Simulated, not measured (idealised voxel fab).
Process module in this document: voxel transistor to metal
Shown is cross-section cut, with a width of 215 nm and square cells of size 5 nm.
Bands, listed from the top down, are how a cross-section gets written in this document; the cross-section itself is a grid of square cells, and a band is one or more rows of them.
Heights first: top, then bottom, in nm. Then materials, left to right, each with a width in nm. "all across" on a single material: fills the band edge to edge. "blank": empty space.
Zero point of the height axis is 0; under it, received wafer = one material. Lowest band: continues down indefinitely, "z 0 and below".
When a width is written as two numbers, as in "30->40", the first number is the width in the top row of cells of the band and the second is the width in its bottom row, and the width changes by the same amount from each row to the next.
Where the words "nothing different" appear for a step, the cross-section shows no cell changed by that step; every cell remained as before.
Heads up: "Enclosed internal cavities" only lists the empty pockets with no open path to the top that are 8 cells or more, and it writes them as width x height at distance, distance from the left edge, in nm.
Post-settings text on a step line: simulator's own remark regarding the step.
The optional step-line setting "overlay nm" applies to steps with a mask and quantifies how far to the right of its planned location the mask lay, a negative value indicating leftward placement.

Planned step list for the process:
1. op RECEIVE | material Si
2. op OXIDIZE | depth nm 5
3. op CONFORMAL_DEP | material SiN | thk nm 15
4. op DIRECTIONAL_DEP | material aC | thk nm 15
5. op PATTERN | tone cover | mask id ACTIVE | material resist | width nm 105 | thk nm 35 | overlay nm 0
6. op DIRECTIONAL_ETCH | etch materials aC | depth nm 15
7. op STRIP | etch materials resist
8. op DIRECTIONAL_ETCH | etch materials SiN | depth nm 15
9. op DIRECTIONAL_ETCH | etch materials SiO2 | depth nm 5
10. op DIRECTIONAL_ETCH | etch materials Si | depth nm 30
11. op STRIP | etch materials aC
12. op FILL_DEP | material SiO2 | thk nm 10
13. op CMP | height nm 15
14. op SELECTIVE_ETCH | etch materials SiO2 | depth nm 10
15. op STRIP | etch materials SiN
16. op SELECTIVE_ETCH | etch materials SiO2 | depth nm 5
17. op OXIDIZE | depth nm 5
18. op DIRECTIONAL_DEP | material polySi | thk nm 30
19. op DIRECTIONAL_DEP | material SiCN | thk nm 15
20. op DIRECTIONAL_DEP | material aC | thk nm 10
21. op PATTERN | tone cover | mask id GATE | material resist | width nm 25 | thk nm 25 | overlay nm 0
22. op DIRECTIONAL_ETCH | etch materials aC | depth nm 10
23. op STRIP | etch materials resist
24. op DIRECTIONAL_ETCH | etch materials SiCN | depth nm 25
25. op DIRECTIONAL_ETCH | etch materials polySi | depth nm 40
26. op STRIP | etch materials aC
27. op CONFORMAL_DEP | material SiN | thk nm 10
28. op DIRECTIONAL_ETCH | etch materials SiN | depth nm 10
29. op DIRECTIONAL_ETCH | etch materials SiO2 | depth nm 5
30. op DIRECTIONAL_ETCH | etch materials Si | depth nm 10
31. op EPI | material nSi | thk nm 10
32. op FILL_DEP | material SiO2 | thk nm 10
33. op CMP | height nm 40
34. op DIRECTIONAL_DEP | material SiO2 | thk nm 15
35. op PATTERN | tone open | mask id CONTACT | material resist | width nm 20 | pitch nm 75 | thk nm 15 | overlay nm 0
36. op DIRECTIONAL_ETCH | etch materials SiO2 | depth nm 65
37. op STRIP | etch materials resist
38. op CONFORMAL_DEP | material TiN | thk nm 5
39. op FILL_DEP | material Ru | thk nm 5
40. op CMP | height nm 55
41. op DIRECTIONAL_DEP | material TiN | thk nm 5
42. op DIRECTIONAL_DEP | material W | thk nm 25
43. op DIRECTIONAL_DEP | material aC | thk nm 15
44. op PATTERN | tone cover | mask id METAL_1 | material resist | width nm 20 | pitch nm 75 | thk nm 30 | overlay nm 0
45. op DIRECTIONAL_ETCH | etch materials aC | depth nm 15
46. op STRIP | etch materials resist
47. op DIRECTIONAL_ETCH | etch materials W | depth nm 25
48. op DIRECTIONAL_ETCH | etch materials TiN | depth nm 5
49. op STRIP | etch materials aC
50. op CONFORMAL_DEP | material SiCN | thk nm 5
51. op FILL_DEP | material SiO2 | thk nm 5
52. op CMP | height nm 85
53. op CONFORMAL_DEP | material SiN | thk nm 5

Cross-section, incoming material, after step 1:
z 0 and below = Si all across
Enclosed internal cavities: none

Starting wafer: above. Plan: above. Run: one mistake. Cross-section after the module: below:
z 90 to 85 = SiN all across
z 85 to 60 = SiO2 55 nm / SiCN 5 nm / W 20 nm / SiCN 5 nm / SiO2 45 nm / SiCN 5 nm / W 20 nm / SiCN 5 nm / SiO2 55 nm
z 60 to 55 = SiCN 60 nm / TiN 20 nm / SiCN 55 nm / TiN 20 nm / SiCN 60 nm
z 55 to 45 = SiO2 60 nm / TiN 5 nm / Ru 10 nm / TiN 5 nm / SiO2 55 nm / TiN 5 nm / Ru 10 nm / TiN 5 nm / SiO2 60 nm
z 45 to 40 = SiO2 60 nm / TiN 20 nm / SiO2 55 nm / TiN 20 nm / SiO2 60 nm
z 40 to 30 = SiCN 95 nm / SiN 10 nm / SiO2 5 nm / SiN 10 nm / SiCN 95 nm
z 30 to 25 = polySi 50 nm / SiCN 45 nm / SiN 10 nm / SiO2 5 nm / SiN 10 nm / SiCN 45 nm / polySi 50 nm
z 25 to 0 = polySi 95 nm / SiN 10 nm / SiO2 5 nm / SiN 10 nm / polySi 95 nm
z 0 to -5 = SiO2 50 nm / polySi 45 nm / SiN 10 nm / nSi 5 nm / SiN 10 nm / polySi 45 nm / SiO2 50 nm
z -5 to -10 = SiO2 105 nm / nSi 5 nm / SiO2 105 nm
z -10 to -20 = SiO2 55 nm / Si 50 nm / nSi 5 nm / Si 50 nm / SiO2 55 nm
z -20 to -35 = SiO2 55 nm / Si 105 nm / SiO2 55 nm
z -35 and below = Si all across
Enclosed internal cavities: none
So what did we get wrong on this run? the process deviated at step 21: the operation and settings actually run there were op PATTERN | tone open | mask id GATE | material resist | width nm 25 | thk nm 25 | overlay nm 0
